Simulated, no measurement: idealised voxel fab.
The name of this process module is voxel capacitor over wiring.
Section cut is 185 nm wide and gridded with 5 nm square cells.
In what follows, cross-sections appear as grids of square cells, described through bands that run from the top down, where every band is one or more rows of cells. Per band: top height and bottom height in nm, followed by the left-to-right materials and their widths in nm; "everywhere" marks a single material spanning edge to edge, "air" marks empty space. Heights are measured from 0, the level below which the as-received wafer is all one material; the lowest band has no bottom and continues downward, written as in "z 0 and below". The width entry "30..40" should be interpreted row by row: the top row of cells in the band takes the first number, the bottom row takes the second number, and the change between adjacent rows is uniform throughout. Step marked "all unchanged"? Then no cell in the cross-section changed in it. "Trapped void list" lists enclosed empty spaces (at least 8 cells, no open path upward to the top), each as width x height at distance from the left edge, in nm. Where a step's line continues beyond its settings, the continuation is a remark by the simulator itself on that step. On any step carrying a mask, the "overlay nm" setting, if present on the step's line, tells how far right of its planned place the mask lay; negative values point to the left.
Listed below are the process steps as planned
1,RECEIVE [material Si]
2,CONFORMAL_DEP [material SiO2] [thk nm 10]
3,CONFORMAL_DEP [material SiCN] [thk nm 5]
4,DIRECTIONAL_DEP [material lowk] [thk nm 15]
5,MASKED_ETCH [tone open] [mask id METAL_1] [width nm 30] [pitch nm 85] [etch materials lowk] [depth nm 15] [overlay nm 0]
6,MASKED_ETCH [tone open] [mask id METAL_1] [width nm 20] [pitch nm 85] [etch materials SiCN] [depth nm 5] [overlay nm 0]
7,CONFORMAL_DEP [material TiN] [thk nm 5]
8,FILL_DEP [material Cu] [thk nm 5]
9,CMP [height nm 30]
10,CONFORMAL_DEP [material SiCN] [thk nm 5]
11,DIRECTIONAL_DEP [material SiO2] [thk nm 10]
12,PATTERN [tone open] [mask id PLUG_1] [material resist] [width nm 15] [thk nm 20] [overlay nm 0]
13,DIRECTIONAL_ETCH [etch materials SiO2] [depth nm 10]
14,DIRECTIONAL_ETCH [etch materials SiCN] [depth nm 5]
15,STRIP [etch materials resist]
16,CONFORMAL_DEP [material TiN] [thk nm 5]
17,FILL_DEP [material Cu] [thk nm 5]
18,CMP [height nm 45]
19,DIRECTIONAL_DEP [material TiN] [thk nm 5]
20,DIRECTIONAL_DEP [material SiN] [thk nm 5]
21,DIRECTIONAL_DEP [material TiN] [thk nm 5]
22,PATTERN [tone cover] [mask id UPPER_PLATE] [material resist] [width nm 60] [thk nm 20] [overlay nm 0]
23,DIRECTIONAL_ETCH [etch materials TiN] [depth nm 5]
24,DIRECTIONAL_ETCH [etch materials SiN] [depth nm 5]
25,STRIP [etch materials resist]
26,PATTERN [tone cover] [mask id LOWER_PLATE] [material resist] [width nm 70] [thk nm 20] [overlay nm 0]
27,DIRECTIONAL_ETCH [etch materials TiN] [depth nm 5]
28,STRIP [etch materials resist]
29,FILL_DEP [material SiO2] [thk nm 20]
30,CMP [height nm 75]
31,MASKED_ETCH [tone open] [mask id PLUG_2] [width nm 15] [etch materials SiO2] [depth nm 15] [overlay nm 0]
32,CONFORMAL_DEP [material TiN] [thk nm 5]
33,FILL_DEP [material Ru] [thk nm 5]
34,CMP [height nm 75]
35,CONFORMAL_DEP [material SiCN] [thk nm 5]
Same starting wafers, different width nm at step 6. Plan value belongs to the first wafer.
Received wafers, first of several: cross-section after step 1
    z 0 and below | Si everywhere
    Trapped void list: none
Last step of the module is step 35; after it, the first of several wafers in cross-section
    z 80 to 75 | SiCN everywhere
    z 75 to 65 | SiO2 60 nm; TiN 5 nm; Ru 5 nm; TiN 5 nm; SiO2 110 nm
    z 65 to 55 | SiO2 60..50 nm; TiN 15..60 nm; SiO2 110..75 nm
    z 55 to 50 | SiO2 50 nm; SiN 60 nm; SiO2 75 nm
    z 50 to 45 | SiO2 45 nm; TiN 70 nm; SiO2 70 nm
    z 45 to 35 | SiO2 50 nm; TiN 5 nm; Cu 5 nm; TiN 5 nm; SiO2 120 nm
    z 35 to 30 | SiCN 50 nm; TiN 15 nm; SiCN 120 nm
    z 30 to 20 | lowk 35 nm; TiN 5 nm; Cu 20 nm; TiN 5 nm; lowk 55 nm; TiN 5 nm; Cu 20 nm; TiN 5 nm; lowk 35 nm
    z 20 to 15 | lowk 35 nm; TiN 10 nm; Cu 10 nm; TiN 10 nm; lowk 55 nm; TiN 10 nm; Cu 10 nm; TiN 10 nm; lowk 35 nm
    z 15 to 10 | SiCN 40 nm; TiN 20 nm; SiCN 65 nm; TiN 20 nm; SiCN 40 nm
    z 10 to 0 | SiO2 everywhere
    z 0 and below | Si everywhere
    Trapped void list: none
Cross-section, last wafer, module completion
    z 80 to 75 | SiCN everywhere
    z 75 to 65 | SiO2 60 nm; TiN 5 nm; Ru 5 nm; TiN 5 nm; SiO2 110 nm
    z 65 to 55 | SiO2 60..50 nm; TiN 15..60 nm; SiO2 110..75 nm
    z 55 to 50 | SiO2 50 nm; SiN 60 nm; SiO2 75 nm
    z 50 to 45 | SiO2 45 nm; TiN 70 nm; SiO2 70 nm
    z 45 to 35 | SiO2 50 nm; TiN 5 nm; Cu 5 nm; TiN 5 nm; SiO2 120 nm
    z 35 to 30 | SiCN 50 nm; TiN 15 nm; SiCN 120 nm
    z 30 to 15 | lowk 35 nm; TiN 5 nm; Cu 20 nm; TiN 5 nm; lowk 55 nm; TiN 5 nm; Cu 20 nm; TiN 5 nm; lowk 35 nm
    z 15 to 10 | SiCN 35 nm; TiN 30 nm; SiCN 55 nm; TiN 30 nm; SiCN 35 nm
    z 10 to 0 | SiO2 everywhere
    z 0 and below | Si everywhere
    Trapped void list: none
wafer rows; end of module; cells per material since receipt: (+) gained, (-) lost; then closed voids
width nm 20, +22 Cu, +2 Ru, +100 SiCN, +12 SiN, +317 SiO2, +64 TiN, +75 lowk, Trapped void list: none
width nm 25, +24 Cu, +2 Ru, +98 SiCN, +12 SiN, +317 SiO2, +64 TiN, +75 lowk, Trapped void list: none
width nm 30, +26 Cu, +2 Ru, +96 SiCN, +12 SiN, +317 SiO2, +64 TiN, +75 lowk, Trapped void list: none
width nm 35, +26 Cu, +2 Ru, +96 SiCN, +12 SiN, +317 SiO2, +64 TiN, +75 lowk, Trapped void list: none
width nm 40, +26 Cu, +2 Ru, +96 SiCN, +12 SiN, +317 SiO2, +64 TiN, +75 lowk, Trapped void list: none
width nm 45, +26 Cu, +2 Ru, +96 SiCN, +12 SiN, +317 SiO2, +64 TiN, +75 lowk, Trapped void list: none
